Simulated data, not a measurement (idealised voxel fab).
Name of the process module below: voxel lift off
FYI the section here is cut, 285 nm wide, cells are 5 nm squares.
Just so we're on the same page, the cross-sections are grids of square cells, and they're listed out in bands top to bottom, each band one or more rows deep. Heads up on the band format: heights come first, top then bottom, in nm. After that it's the materials left to right, each with its width in nm. A single material flagged "edge to edge" fills the whole band edge to edge, and "air" means there's empty space there. Heads up on the height convention: 0 is the point under which the incoming wafer is all one material, and the lowest band has no bottom, it just keeps going down, like "0 and below". The expression "30 to 40" gives the width at the extremes of the band, the first number at its top row of cells and the second at its bottom row, with the width changing by equal amounts from each row to the next in between. Step marked "all unchanged"? Then no cell in the cross-section changed in it. Look at "Closed void catalog" for the closed voids: empty spaces with no open path to the top, sized 8 cells or up. Each is width x height at distance, distance from the left edge, all nm. Anything after a step's settings on that line? It's the simulator's own note about the step. "overlay nm" denotes, for a step that has a mask, the displacement of the mask to the right of its planned place, with negative values corresponding to the left.
**List of planned process steps**
1) RECEIVE [material Si]
2) CONFORMAL_DEP [material Al2O3] [thk nm 10]
3) PATTERN [tone open] [mask id LINES] [material resist] [width nm 25] [pitch nm 50] [thk nm 25] [overlay nm 0]
4) DIRECTIONAL_DEP [material Ru] [thk nm 10]
5) STRIP [etch materials resist]
6) CONFORMAL_DEP [material SiO2] [thk nm 5]
**Step 1 complete: cross-section of the wafer as received**
0 and below | Si edge to edge
Closed void catalog: none
**a wafer at the end: this start, this plan, one mistake**
25 down to 20 | SiO2 110 nm  air 15 nm  SiO2 35 nm  air 15 nm  SiO2 110 nm
20 down to 15 | Ru 105 nm  SiO2 5 nm  air 15 nm  SiO2 5 nm  Ru 25 nm  SiO2 5 nm  air 15 nm  SiO2 5 nm  Ru 105 nm
15 down to 10 | Ru 105 nm  SiO2 25 nm  Ru 25 nm  SiO2 25 nm  Ru 105 nm
10 down to 0 | Al2O3 edge to edge
0 and below | Si edge to edge
Closed void catalog: none
The mistake made against the process plan was this: step 3 ran with different settings than intended, the actual operation and settings being PATTERN [tone cover] [mask id LINES] [material resist] [width nm 25] [pitch nm 50] [thk nm 25] [overlay nm 0]
